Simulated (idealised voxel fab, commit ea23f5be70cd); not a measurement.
Presented below is a process module, voxel capacitor over wiring.
Each square cell in cross-section cut measures 5 nm, and the section as a whole is 225 nm wide.
How to read a cross-section here: the picture is a grid of square cells, written as bands going from the top down, and any band can span one or more rows of cells.
Band entry format. Leading values: height of top, height of bottom, nm. Remainder: materials in left-to-right order, each with its width in nm. Special words: "throughout" on a single material, which then fills the band edge to edge; "air", empty space.
Measure heights from 0. That's the level where, below it, the as-received wafer is all one material. The lowest band is bottomless and extends downward; write it as in "0 and below".
With a width like "30 to 40", each row of cells in the band differs from the next by the same amount, the top row carrying the first number and the bottom row the second.
The cross-section has no changed cell in any step marked "remains unaltered".
Entry "Listed closed voids". Content: empty spaces with no open connection to the top, size 8 cells or greater. Each: width x height at distance. Distance: from left edge. Unit: nm.
Text after the settings on a step's line: the simulator's own remark on that step.
The line of a step may include "overlay nm". On a step with a mask, this value is how far to the right of its planned place the mask lay. A negative value means the mask lay to the left.
Every pair from here on: before one process step, after it. The after cross-section reaches only to the lowest band that changed. Below the pair: the step in between and its settings. Pairs can belong to different runs of this module on the same starting wafer; a pair carries on from the pair above only if the entry headed "Pre-step snapshot" says so.
Pre-step snapshot:
	110 down to 90 = resist: 80; air: 15; resist: 130
	90 down to 75 = SiO2: 80; air: 15; SiO2: 130
	75 down to 70 = SiO2 throughout
	70 down to 65 = SiO2: 70; Al2O3: 55; SiO2: 100
	65 down to 55 = TiN: 65; SiO2: 5; TiN: 55; SiO2: 5; TiN: 95
	55 down to 35 = SiO2: 70; Ru: 15; SiO2: 140
	35 down to 30 = SiCN: 70; Ru: 15; SiCN: 140
	30 down to 15 = lowk: 50; SiCN: 5; Ru: 30; SiCN: 5; lowk: 40; SiCN: 5; Ru: 30; SiCN: 5; lowk: 55
	15 down to 10 = SiCN: 55; TiN: 30; SiCN: 50; TiN: 30; SiCN: 60
	10 down to 0 = SiO2 throughout
	0 and below = Si throughout
	Listed closed voids: none
Post-Step Section View:
	90 down to 75 = SiO2: 80; air: 15; SiO2: 130
	Below a height of 75, the structure has not been altered.
	Listed closed voids: none
Process step bridging the above cross-sections: op STRIP | etch materials resist
Pre-step snapshot: see preceding pair, after cross-section.
Post-Step Section View:
	95 down to 90 = TiN: 85; air: 5; TiN: 135
	90 down to 80 = SiO2: 80; TiN: 5; air: 5; TiN: 5; SiO2: 130
	80 down to 75 = SiO2: 80; TiN: 15; SiO2: 130
	Below a height of 75, the structure has not been altered.
	Listed closed voids: none
Process step bridging the above cross-sections: op CONFORMAL_DEP | material TiN | thk nm 5
Pre-step snapshot: see preceding pair, after cross-section.
Post-Step Section View:
	105 down to 95 = Cu throughout
	95 down to 90 = TiN: 85; Cu: 5; TiN: 135
	90 down to 80 = SiO2: 80; TiN: 5; Cu: 5; TiN: 5; SiO2: 130
	Below a height of 80, the structure has not been altered.
	Listed closed voids: none
Process step bridging the above cross-sections: op FILL_DEP | material Cu | thk nm 10
Pre-step snapshot: see preceding pair, after cross-section.
Post-Step Section View:
	90 down to 80 = SiO2: 80; TiN: 5; Cu: 5; TiN: 5; SiO2: 130
	Below a height of 80, the structure has not been altered.
	Listed closed voids: none
Process step bridging the above cross-sections: op CMP | height nm 90
Pre-step snapshot: see preceding pair, after cross-section.
Post-Step Section View:
	95 down to 90 = SiCN throughout
	Below a height of 90, the structure has not been altered.
	Listed closed voids: none
Process step bridging the above cross-sections: op CONFORMAL_DEP | material SiCN | thk nm 5
